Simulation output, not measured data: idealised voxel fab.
process module | voxel spacer lines
cross-section cut | 265 nm wide | cells 5 nm
A cross-section is a grid of square cells, given in bands from the top down. A band is one or more rows of cells.
Each band's line starts with the height of the band's top and of its bottom, in nm. Then come its materials from left to right, each with its width in nm. One material with "throughout" fills the band from edge to edge. "air" is empty space.
Height 0 is the level under which the wafer as received is all one material. The lowest band goes on downwards, as in "0 down".
A width such as "30 to 40" changes by the same amount from each row of cells to the next, from the band's top row to its bottom row.
"no change" after a step means that no cell of the cross-section changed.
closed voids: empty space of 8 cells or more with no open way to the top, each as width x height at its distance from the left edge, in nm
after a step's settings: what the simulator itself notes on the step
overlay nm, on a step with a mask: how far to the right of its planned place the mask lay; to the left if negative
plan
1 op RECEIVE | material Si
2 op CONFORMAL_DEP | material Al2O3 | thk nm 5
3 op DIRECTIONAL_DEP | material W | thk nm 20
4 op DIRECTIONAL_DEP | material polySi | thk nm 25
5 op PATTERN | tone cover | mask id MANDREL | material resist | width nm 25 | pitch nm 80 | thk nm 30 | overlay nm 0
6 op DIRECTIONAL_ETCH | etch materials polySi | depth nm 25
7 op STRIP | etch materials resist
8 op CONFORMAL_DEP | material SiN | thk nm 15
9 op DIRECTIONAL_ETCH | etch materials SiN | depth nm 15
10 op STRIP | etch materials polySi
11 op DIRECTIONAL_ETCH | etch materials W | depth nm 20
12 op STRIP | etch materials SiN
13 op FILL_DEP | material SiO2 | thk nm 5
14 op CMP | height nm 25
as received, after step 1
  0 down: Si throughout
  closed voids: none
first wafer at the end, as planned
  25 to 5: SiO2 25 | W 15 | SiO2 25 | W 15 | SiO2 25 | W 15 | SiO2 25 | W 15 | SiO2 25 | W 15 | SiO2 25 | W 15 | SiO2 25
  5 to 0: Al2O3 throughout
  0 down: Si throughout
  closed voids: none
second wafer at the end: like start, like plan, one mistake
  25 to 5: SiO2 20 | W 15 | SiO2 35 | W 15 | SiO2 15 | W 15 | SiO2 35 | W 15 | SiO2 15 | W 15 | SiO2 35 | W 15 | SiO2 20
  5 to 0: Al2O3 throughout
  0 down: Si throughout
  closed voids: none
what went wrong: step 5 ran as: op PATTERN | tone cover | mask id MANDREL | material resist | width nm 35 | pitch nm 80 | thk nm 30 | overlay nm 0
at the end the second wafer has, in cells: as many of each material as the first, in other places
